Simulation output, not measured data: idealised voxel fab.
process module | voxel ribs on slabs
cross-section cut | 155 nm wide | cells 5 nm
A cross-section is a grid of square cells, given in bands from the top down. A band is one or more rows of cells.
Each band's line starts with the height of the band's top and of its bottom, in nm. Then come its materials from left to right, each with its width in nm. One material with "throughout" fills the band from edge to edge. "air" is empty space.
Height 0 is the level under which the wafer as received is all one material. The lowest band goes on downwards, as in "0 down".
A width such as "30 to 40" changes by the same amount from each row of cells to the next, from the band's top row to its bottom row.
"no change" after a step means that no cell of the cross-section changed.
closed voids: empty space of 8 cells or more with no open way to the top, each as width x height at its distance from the left edge, in nm
after a step's settings: what the simulator itself notes on the step
overlay nm, on a step with a mask: how far to the right of its planned place the mask lay; to the left if negative
plan
1 op RECEIVE | material Si
2 op DIRECTIONAL_DEP | material SiO2 | thk nm 20
3 op DIRECTIONAL_DEP | material polySi | thk nm 20
4 op PATTERN | tone cover | mask id RIB | material resist | width nm 15 | thk nm 15 | overlay nm 0
5 op DIRECTIONAL_ETCH | etch materials polySi | depth nm 5
6 op STRIP | etch materials resist
7 op MASKED_ETCH | tone cover | mask id SLAB | width nm 75 | etch materials polySi | depth nm 15 | overlay nm 0
8 op FILL_DEP | material SiO2 | thk nm 30
9 op CMP | height nm 60
10 op DIRECTIONAL_DEP | material W | thk nm 5
11 op DIRECTIONAL_DEP | material aC | thk nm 15
12 op PATTERN | tone cover | mask id HEATER | material resist | width nm 25 | thk nm 35 | overlay nm 0
13 op DIRECTIONAL_ETCH | etch materials aC | depth nm 15
14 op STRIP | etch materials resist
15 op DIRECTIONAL_ETCH | etch materials W | depth nm 5
16 op STRIP | etch materials aC
17 op CONFORMAL_DEP | material SiN | thk nm 10
as received, after step 1
  0 down: Si throughout
  closed voids: none
a wafer at the end: this start, this plan, one mistake
  75 to 70: air 55 | SiN 45 | air 55
  70 to 65: SiN throughout
  65 to 60: SiN 65 | W 25 | SiN 65
  60 to 50: SiO2 throughout
  50 to 45: SiO2 70 | polySi 15 | SiO2 70
  45 to 30: SiO2 40 | polySi 75 | SiO2 40
  30 to 20: polySi throughout
  20 to 0: SiO2 throughout
  0 down: Si throughout
  closed voids: none
what went wrong: step 3 ran as: op DIRECTIONAL_DEP | material polySi | thk nm 30
